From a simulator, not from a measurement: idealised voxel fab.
You're looking at the process module voxel transistor to metal.
The cross-section on display is named cut; it measures 175 nm wide, and its cells are 5 nm squares.
A cross-section is written here as square cells arranged in a grid, and it is given in bands from the top down, each band taking up one or more rows of cells. Band: top and bottom heights (nm) first, top before bottom; then materials from left to right, widths in nm. "everywhere" marks a sole material filling the band edge to edge. "empty" denotes empty space. Counting heights begins at 0, where everything beneath is, in the wafer as received, one material. The lowest band has no bottom; it goes on downwards, as "0 down" shows. Top row gets the first number, bottom row gets the second, and each row in between changes by the same step: that is how a band width like "30 to 40" works. "nothing altered" (step): cross-section cells unchanged, all of them. The list in "Tabulated closed voids" covers empty spaces of 8 cells or more that cannot reach the top through any open way, and it gives each as width x height at distance; the distance is from the left edge, and width, height and distance are in nm. That trailing text on a step's line, after the settings, is the simulator's own remark on the step. overlay nm: mask right of planned place by this much (step with mask). Neg. = left.

## These are the steps we planned for the process
1,RECEIVE: material Si
2,OXIDIZE: depth nm 5
3,CONFORMAL_DEP: material SiN, thk nm 15
4,MASKED_ETCH: tone cover, mask id ACTIVE, width nm 135, etch materials SiN, depth nm 15, overlay nm 0
5,MASKED_ETCH: tone cover, mask id ACTIVE, width nm 135, etch materials SiO2, depth nm 5, overlay nm 0
6,MASKED_ETCH: tone cover, mask id ACTIVE, width nm 135, etch materials Si, depth nm 30, overlay nm 0
7,FILL_DEP: material SiO2, thk nm 10
8,CMP: height nm 15
9,SELECTIVE_ETCH: etch materials SiO2, depth nm 5
10,STRIP: etch materials SiN
11,SELECTIVE_ETCH: etch materials SiO2, depth nm 5
12,OXIDIZE: depth nm 5
13,DIRECTIONAL_DEP: material polySi, thk nm 25
14,DIRECTIONAL_DEP: material SiCN, thk nm 15
15,PATTERN: tone cover, mask id GATE, material resist, width nm 35, thk nm 20, overlay nm 0
16,DIRECTIONAL_ETCH: etch materials SiCN, depth nm 25
17,DIRECTIONAL_ETCH: etch materials polySi, depth nm 35
18,STRIP: etch materials resist
19,CONFORMAL_DEP: material SiO2, thk nm 5
20,DIRECTIONAL_ETCH: etch materials SiO2, depth nm 5
21,CONFORMAL_DEP: material SiN, thk nm 5
22,DIRECTIONAL_ETCH: etch materials SiN, depth nm 5
23,DIRECTIONAL_ETCH: etch materials SiO2, depth nm 5
24,DIRECTIONAL_ETCH: etch materials Si, depth nm 5
25,EPI: material SiGe, thk nm 10
26,FILL_DEP: material SiO2, thk nm 10
27,CMP: height nm 20
28,STRIP: etch materials polySi
29,SELECTIVE_ETCH: etch materials SiO2, depth nm 5
30,CONFORMAL_DEP: material HfO2, thk nm 5
31,CONFORMAL_DEP: material TiN, thk nm 5
32,FILL_DEP: material W, thk nm 5
33,CMP: height nm 15
34,DIRECTIONAL_DEP: material SiO2, thk nm 10
35,MASKED_ETCH: tone open, mask id CONTACT, width nm 20, pitch nm 95, etch materials SiO2, depth nm 30, overlay nm 0
36,CONFORMAL_DEP: material TiN, thk nm 5
37,FILL_DEP: material Ru, thk nm 10
38,CMP: height nm 25
39,DIRECTIONAL_DEP: material TiN, thk nm 5
40,DIRECTIONAL_DEP: material Ru, thk nm 20
41,DIRECTIONAL_DEP: material aC, thk nm 10
42,PATTERN: tone cover, mask id METAL_1, material resist, width nm 20, pitch nm 95, thk nm 30, overlay nm 0
43,DIRECTIONAL_ETCH: etch materials aC, depth nm 10
44,STRIP: etch materials resist
45,DIRECTIONAL_ETCH: etch materials Ru, depth nm 20
46,DIRECTIONAL_ETCH: etch materials TiN, depth nm 5
47,STRIP: etch materials aC
48,FILL_DEP: material SiO2, thk nm 5
49,CMP: height nm 50
50,CONFORMAL_DEP: material SiCN, thk nm 5
51,DIRECTIONAL_DEP: material lowk, thk nm 30
52,MASKED_ETCH: tone open, mask id METAL_2, width nm 20, pitch nm 95, etch materials lowk, depth nm 20, overlay nm 0
53,PATTERN: tone open, mask id METAL_2_HOLES, material resist, width nm 15, pitch nm 95, thk nm 15, overlay nm 0
54,DIRECTIONAL_ETCH: etch materials lowk, depth nm 10
55,DIRECTIONAL_ETCH: etch materials SiCN, depth nm 5
56,STRIP: etch materials resist
57,CONFORMAL_DEP: material TiN, thk nm 5
58,FILL_DEP: material Cu, thk nm 5
59,CMP: height nm 85
60,CONFORMAL_DEP: material SiN, thk nm 5

## Delivered wafer in cross-section: state after step 1
* 0 down | Si everywhere
* Tabulated closed voids: none

## End-of-module cross-section. Starting structure and process plan as above; one mistake made in running it
* 90 to 85 | SiN everywhere
* 85 to 70 | 30 lowk, 5 TiN, 10 SiN, 5 TiN, 75 lowk, 5 TiN, 10 SiN, 5 TiN, 30 lowk
* 70 to 65 | 30 lowk, 5 TiN, 5 SiN, 10 TiN, 75 lowk, 5 TiN, 5 SiN, 10 TiN, 30 lowk
* 65 to 55 | 30 lowk, 5 TiN, 5 SiN, 5 TiN, 80 lowk, 5 TiN, 5 SiN, 5 TiN, 35 lowk
* 55 to 50 | 30 SiCN, 15 TiN, 80 SiCN, 15 TiN, 35 SiCN
* 50 to 30 | 30 SiO2, 20 Ru, 75 SiO2, 20 Ru, 30 SiO2
* 30 to 25 | 30 SiO2, 20 TiN, 75 SiO2, 20 TiN, 30 SiO2
* 25 to 15 | 30 SiO2, 5 TiN, 10 Ru, 5 TiN, 75 SiO2, 5 TiN, 10 Ru, 5 TiN, 30 SiO2
* 15 to 5 | 30 SiO2, 5 TiN, 10 Ru, 5 TiN, 10 SiO2, 5 SiN, 5 HfO2, 5 TiN, 25 W, 5 TiN, 5 HfO2, 5 SiN, 10 SiO2, 5 TiN, 10 Ru, 5 TiN, 30 SiO2
* 5 to 0 | 20 SiO2, 5 SiN, 5 SiO2, 10 TiN, 5 Ru, 5 TiN, 10 SiO2, 5 SiN, 5 HfO2, 5 TiN, 25 W, 5 TiN, 5 HfO2, 5 SiN, 10 SiO2, 5 TiN, 5 Ru, 10 TiN, 5 SiO2, 5 SiN, 20 SiO2
* 0 to -5 | 20 SiO2, 5 SiN, 10 SiGe, 15 TiN, 10 SiGe, 5 SiN, 5 HfO2, 35 TiN, 5 HfO2, 5 SiN, 10 SiGe, 15 TiN, 10 SiGe, 5 SiN, 20 SiO2
* -5 to -10 | 25 SiO2, 35 SiGe, 5 SiO2, 45 HfO2, 5 SiO2, 35 SiGe, 25 SiO2
* -10 to -15 | 20 SiO2, 5 Si, 35 SiGe, 55 Si, 35 SiGe, 5 Si, 20 SiO2
* -15 to -35 | 20 SiO2, 135 Si, 20 SiO2
* -35 down | Si everywhere
* Tabulated closed voids: none
In executing the process, a mistake was made relative to the plan: the process deviated at step 58: the operation and settings actually run there were FILL_DEP: material SiN, thk nm 5
